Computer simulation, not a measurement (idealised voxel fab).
This is a process module. Its name is voxel air gaps.
Cross-sectional view cut (width: 165 nm; square cell size: 5 nm).
Think of the cross-section as a grid of square cells. We describe it in bands, top to bottom, and each band covers one or more rows of those cells.
Band entry format. Leading values: height of top, height of bottom, nm. Remainder: materials in left-to-right order, each with its width in nm. Special words: "everywhere" on a single material, which then fills the band edge to edge; "blank", empty space.
Basically, 0 is our baseline, since under it the wafer straight out of the box is all one material. The bottom band has no lower end and keeps on going down, so it looks like "0..down".
Think of "30->40" as a width that walks from the first number to the second as you go down the band, top row to bottom row, taking equal-sized steps from row to row.
Take "identical to before" at face value: in the step it is given for, the cross-section changed in none of its cells.
Sealed void inventory: empty space of 8 cells or more with no open way to the top, each as width x height at its distance from the left edge, in nm
The remark found on a step's line after its settings is issued by the simulator itself and pertains to that step.
overlay nm: step with mask; distance mask lay right of planned place; negative value = left of planned place.
The following list gives the planned process steps
1) RECEIVE | material Si
2) CONFORMAL_DEP | material SiO2 | thk nm 15
3) CONFORMAL_DEP | material SiN | thk nm 5
4) DIRECTIONAL_DEP | material SiO2 | thk nm 40
5) PATTERN | tone open | mask id LINES | material resist | width nm 15 | pitch nm 40 | thk nm 15 | overlay nm 0
6) DIRECTIONAL_ETCH | etch materials SiO2 | depth nm 40
7) STRIP | etch materials resist
8) CONFORMAL_DEP | material TiN | thk nm 5
9) FILL_DEP | material W | thk nm 10
10) CMP | height nm 60
11) EPI | material Ru | thk nm 10
12) SELECTIVE_ETCH | etch materials SiO2 | depth nm 50
13) CONFORMAL_DEP | material SiCN | thk nm 5
Incoming wafer in cross-section (state: after step 1)
	0..down: Si everywhere
	Sealed void inventory: none
Wafer cross-section at module end: first of two, run to plan
	75..70: 20 of blank | 125 of SiCN | 20 of blank
	70..60: 20 of blank | 5 of SiCN | 35 of Ru | 5 of SiCN | 35 of Ru | 5 of SiCN | 35 of Ru | 5 of SiCN | 20 of blank
	60..55: 20 of blank | 15 of SiCN | 5 of TiN | 5 of W | 5 of TiN | 25 of SiCN | 5 of TiN | 5 of W | 5 of TiN | 25 of SiCN | 5 of TiN | 5 of W | 5 of TiN | 15 of SiCN | 20 of blank
	55..25: 30 of blank | 5 of SiCN | 5 of TiN | 5 of W | 5 of TiN | 5 of SiCN | 15 of blank | 5 of SiCN | 5 of TiN | 5 of W | 5 of TiN | 5 of SiCN | 15 of blank | 5 of SiCN | 5 of TiN | 5 of W | 5 of TiN | 5 of SiCN | 30 of blank
	25..20: 35 of SiCN | 15 of TiN | 25 of SiCN | 15 of TiN | 25 of SiCN | 15 of TiN | 35 of SiCN
	20..15: SiN everywhere
	15..0: SiO2 everywhere
	0..down: Si everywhere
	Sealed void inventory: 15 x 30 at 55; 15 x 30 at 95
Cross-section of the latter of the two wafers at module completion. It had an identical start and an identical plan to the former; in running it, one mistake was made
	85..80: 10 of blank | 145 of SiCN | 10 of blank
	80..60: 10 of blank | 5 of SiCN | 135 of Ru | 5 of SiCN | 10 of blank
	60..55: 10 of blank | 25 of SiCN | 5 of TiN | 5 of W | 5 of TiN | 25 of SiO2 | 5 of TiN | 5 of W | 5 of TiN | 25 of SiO2 | 5 of TiN | 5 of W | 5 of TiN | 25 of SiCN | 10 of blank
	55..25: 30 of blank | 5 of SiCN | 5 of TiN | 5 of W | 5 of TiN | 25 of SiO2 | 5 of TiN | 5 of W | 5 of TiN | 25 of SiO2 | 5 of TiN | 5 of W | 5 of TiN | 5 of SiCN | 30 of blank
	25..20: 35 of SiCN | 15 of TiN | 25 of SiO2 | 15 of TiN | 25 of SiO2 | 15 of TiN | 35 of SiCN
	20..15: SiN everywhere
	15..0: SiO2 everywhere
	0..down: Si everywhere
	Sealed void inventory: none
Diagnosis: step 11 of the plan was performed twice
At the finish, the second wafer shows more or fewer cells for some materials than the first does: 66 more of Ru | 36 fewer of SiCN | 80 more of SiO2
The first wafer finishes with 2 closed voids, while the second finishes with 0.
